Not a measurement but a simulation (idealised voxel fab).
The document below concerns the process module designated voxel self aligned vias.
It is cross-section cut that appears here, measuring 210 nm in width, its square cells being 5 nm in size.
Just so we're on the same page, the cross-sections are grids of square cells, and they're listed out in bands top to bottom, each band one or more rows deep. Basically the band line says how high the top is and how high the bottom is, in nm, and then what's in it from left to right, every material with its width in nm. Empty space shows up as "air", and if a single material carries "full width" it runs the full band edge to edge. Heights are measured from 0, the level below which the as-received wafer is all one material; the lowest band has no bottom and continues downward, written as in "0..down". The width entry "30->40" should be interpreted row by row: the top row of cells in the band takes the first number, the bottom row takes the second number, and the change between adjacent rows is uniform throughout. "nothing was modified", as given for a step, is the statement that not any cell of the cross-section underwent a change during that step. What "Sealed-off cavities" gives you is every empty space of 8 cells or more that is cut off from the top. Each appears as width x height at distance, with the distance taken from the left edge and width, height and distance all in nm. Past the settings on a step's line: simulator remark, on that step. overlay nm: for a step with a mask, the amount by which the mask lay right of where it was planned; a negative amount means left of it.
### The following list gives the planned process steps
- 1: op RECEIVE | material Si
- 2: op CONFORMAL_DEP | material SiO2 | thk nm 10
- 3: op CONFORMAL_DEP | material SiCN | thk nm 5
- 4: op DIRECTIONAL_DEP | material SiO2 | thk nm 25
- 5: op DIRECTIONAL_DEP | material aC | thk nm 15
- 6: op PATTERN | tone open | mask id LINES | material resist | width nm 20 | pitch nm 65 | thk nm 30 | overlay nm 0
- 7: op DIRECTIONAL_ETCH | etch materials aC | depth nm 15
- 8: op STRIP | etch materials resist
- 9: op DIRECTIONAL_ETCH | etch materials SiO2 | depth nm 25
- 10: op STRIP | etch materials aC
- 11: op CONFORMAL_DEP | material TiN | thk nm 5
- 12: op FILL_DEP | material Ru | thk nm 10
- 13: op CMP | height nm 40
- 14: op SELECTIVE_ETCH | etch materials W Ru TiN | depth nm 10
- 15: op FILL_DEP | material SiN | thk nm 5
- 16: op CMP | height nm 40
- 17: op DIRECTIONAL_DEP | material SiO2 | thk nm 20
- 18: op MASKED_ETCH | tone open | mask id VIAS | width nm 40 | pitch nm 130 | etch materials SiO2 | depth nm 20 | overlay nm -5
- 19: op MASKED_ETCH | tone open | mask id VIAS | width nm 40 | pitch nm 130 | etch materials SiN | depth nm 10 | overlay nm 0
- 20: op CONFORMAL_DEP | material TiN | thk nm 5
- 21: op FILL_DEP | material Cu | thk nm 10
- 22: op CMP | height nm 60
- 23: op CONFORMAL_DEP | material SiCN | thk nm 5
Every wafer here starts from the same state; it is the step 18 overlay nm that distinguishes them, and the value the plan gives belongs to the first wafer.
### As-received cross-section, first of several wafers, post step 1
> 0..down  Si full width
> Sealed-off cavities: none
### Cross-section of the first of several wafers, taken after step 23, where the module ends
> 65..60  SiCN full width
> 60..45  15 SiO2 | 5 TiN | 30 Cu | 5 TiN | 90 SiO2 | 5 TiN | 30 Cu | 5 TiN | 25 SiO2
> 45..40  15 SiO2 | 20 TiN | 10 Cu | 10 TiN | 90 SiO2 | 20 TiN | 10 Cu | 10 TiN | 25 SiO2
> 40..35  30 SiO2 | 5 TiN | 10 Cu | 5 TiN | 45 SiO2 | 20 SiN | 45 SiO2 | 5 TiN | 10 Cu | 5 TiN | 30 SiO2
> 35..30  30 SiO2 | 20 TiN | 45 SiO2 | 20 SiN | 45 SiO2 | 20 TiN | 30 SiO2
> 30..20  30 SiO2 | 5 TiN | 10 Ru | 5 TiN | 45 SiO2 | 5 TiN | 10 Ru | 5 TiN | 45 SiO2 | 5 TiN | 10 Ru | 5 TiN | 30 SiO2
> 20..15  30 SiO2 | 20 TiN | 45 SiO2 | 20 TiN | 45 SiO2 | 20 TiN | 30 SiO2
> 15..10  SiCN full width
> 10..0  SiO2 full width
> 0..down  Si full width
> Sealed-off cavities: none
### X-section, last wafer, module end
> 65..60  SiCN full width
> 60..45  25 SiO2 | 5 TiN | 30 Cu | 5 TiN | 90 SiO2 | 5 TiN | 30 Cu | 5 TiN | 15 SiO2
> 45..40  25 SiO2 | 10 TiN | 10 Cu | 20 TiN | 90 SiO2 | 10 TiN | 10 Cu | 20 TiN | 15 SiO2
> 40..35  30 SiO2 | 5 TiN | 10 Cu | 5 TiN | 45 SiO2 | 20 SiN | 45 SiO2 | 5 TiN | 10 Cu | 5 TiN | 30 SiO2
> 35..30  30 SiO2 | 20 TiN | 45 SiO2 | 20 SiN | 45 SiO2 | 20 TiN | 30 SiO2
> 30..20  30 SiO2 | 5 TiN | 10 Ru | 5 TiN | 45 SiO2 | 5 TiN | 10 Ru | 5 TiN | 45 SiO2 | 5 TiN | 10 Ru | 5 TiN | 30 SiO2
> 20..15  30 SiO2 | 20 TiN | 45 SiO2 | 20 TiN | 45 SiO2 | 20 TiN | 30 SiO2
> 15..10  SiCN full width
> 10..0  SiO2 full width
> 0..down  Si full width
> Sealed-off cavities: none
### Rows = wafers. At module end, each row lists per material the cells gained (+) or lost (-) since the wafer was received, then the closed voids
overlay nm -5 | +44 Cu | +12 Ru | +84 SiCN | +8 SiN | +338 SiO2 | +60 TiN | Sealed-off cavities: none
overlay nm 0 | +44 Cu | +12 Ru | +84 SiCN | +8 SiN | +338 SiO2 | +60 TiN | Sealed-off cavities: none
overlay nm 5 | +44 Cu | +12 Ru | +84 SiCN | +8 SiN | +338 SiO2 | +60 TiN | Sealed-off cavities: none
